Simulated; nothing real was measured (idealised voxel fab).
Module name: voxel fin reveal (process module)
In the cross-section labelled cut, the width is 150 nm and each square cell is 5 nm.
When this document writes out a cross-section, it uses a grid of square cells and lists it as bands, beginning at the top and moving down, with a band standing for one or more rows of cells.
Band entry format. Leading values: height of top, height of bottom, nm. Remainder: materials in left-to-right order, each with its width in nm. Special words: "full width" on a single material, which then fills the band edge to edge; "blank", empty space.
All heights in this document are referenced to 0, defined as the level beneath which the wafer, as received, consists entirely of one material. The lowest band is not bounded below; it extends indefinitely downward and is written in the form "0 and below".
The expression "30->40" gives the width at the extremes of the band, the first number at its top row of cells and the second at its bottom row, with the width changing by equal amounts from each row to the next in between.
It should be understood that the words "no alteration", when stated for a given step, signify that the cross-section underwent no change in any of its cells during that step.
"Sealed-off cavities" enumerates empty spaces isolated from the top, with no open way to it, that contain at least 8 cells, giving each as width x height at distance from the left edge, all three in nm.
On each step's line, the part that comes after the settings is the simulator's own comment on the step.
Steps that use a mask can have "overlay nm" on their line. It says how far the mask sat to the right of where it was meant to be. Negative means to the left.

# The following list gives the planned process steps
1. RECEIVE: material Si
2. CONFORMAL_DEP: material SiN, thk nm 10
3. DIRECTIONAL_DEP: material aC, thk nm 10
4. PATTERN: tone cover, mask id FINS, material resist, width nm 15, pitch nm 40, thk nm 25, overlay nm 0
5. DIRECTIONAL_ETCH: etch materials aC, depth nm 5
6. STRIP: etch materials resist
7. DIRECTIONAL_ETCH: etch materials SiN, depth nm 10
8. DIRECTIONAL_ETCH: etch materials Si, depth nm 40
9. STRIP: etch materials aC
10. FILL_DEP: material SiO2, thk nm 5
11. CMP: height nm 10
12. SELECTIVE_ETCH: etch materials SiO2, depth nm 25
13. STRIP: etch materials SiN
Split variable: depth nm, step 5. Plan value = first wafer. Wafers start alike.

# First of several wafers (as received, post step 1), cross-sectional view
* 0 and below = Si full width
* Sealed-off cavities: none

# Cross-section, first of several wafers, end of module, after last step 13
* 0 and below = Si full width
* Sealed-off cavities: none

# last wafer at the end
* 0 down to -15 = 45 of blank, 15 of Si, 25 of blank, 15 of Si, 50 of blank
* -15 down to -40 = 45 of SiO2, 15 of Si, 25 of SiO2, 15 of Si, 50 of SiO2
* -40 and below = Si full width
* Sealed-off cavities: none

# Per wafer, end of module: cells gained (+) or lost (-) per material since receipt, then closed voids
depth nm 5, no change in any cell of the cross-section, Sealed-off cavities: none
depth nm 10, -192 Si, +120 SiO2, Sealed-off cavities: none
depth nm 15, -192 Si, +120 SiO2, Sealed-off cavities: none
depth nm 20, -192 Si, +120 SiO2, Sealed-off cavities: none
depth nm 25, -192 Si, +120 SiO2, Sealed-off cavities: none
